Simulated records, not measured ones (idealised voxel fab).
process module | voxel spacer lines
cross-section cut | 285 nm wide | cells 5 nm
A cross-section is a grid of square cells, given in bands from the top down. A band is one or more rows of cells.
Each band's line starts with the height of the band's top and of its bottom, in nm. Then come its materials from left to right, each with its width in nm. One material with "throughout" fills the band from edge to edge. "air" is empty space.
Height 0 is the level under which the wafer as received is all one material. The lowest band goes on downwards, as in "0 down".
A width such as "30 to 40" changes by the same amount from each row of cells to the next, from the band's top row to its bottom row.
"no change" after a step means that no cell of the cross-section changed.
closed voids: empty space of 8 cells or more with no open way to the top, each as width x height at its distance from the left edge, in nm
after a step's settings: what the simulator itself notes on the step
overlay nm, on a step with a mask: how far to the right of its planned place the mask lay; to the left if negative
plan
1 op RECEIVE | material Si
2 op CONFORMAL_DEP | material Al2O3 | thk nm 10
3 op DIRECTIONAL_DEP | material W | thk nm 10
4 op DIRECTIONAL_DEP | material aC | thk nm 30
5 op PATTERN | tone cover | mask id MANDREL | material resist | width nm 25 | pitch nm 80 | thk nm 35 | overlay nm 0
6 op DIRECTIONAL_ETCH | etch materials aC | depth nm 30
7 op STRIP | etch materials resist
8 op CONFORMAL_DEP | material SiO2 | thk nm 15
9 op DIRECTIONAL_ETCH | etch materials SiO2 | depth nm 15
10 op STRIP | etch materials aC
11 op DIRECTIONAL_ETCH | etch materials W | depth nm 10
12 op STRIP | etch materials SiO2
as received, after step 1
  0 down: Si throughout
  closed voids: none
a wafer at the end: this start, this plan, one mistake
  20 to 10: air 75 | W 15 | air 25 | W 15 | air 25 | W 15 | air 25 | W 15 | air 75
  10 to 0: W throughout
  0 down: Si throughout
  closed voids: none
what went wrong: step 2 ran as: op CONFORMAL_DEP | material W | thk nm 10
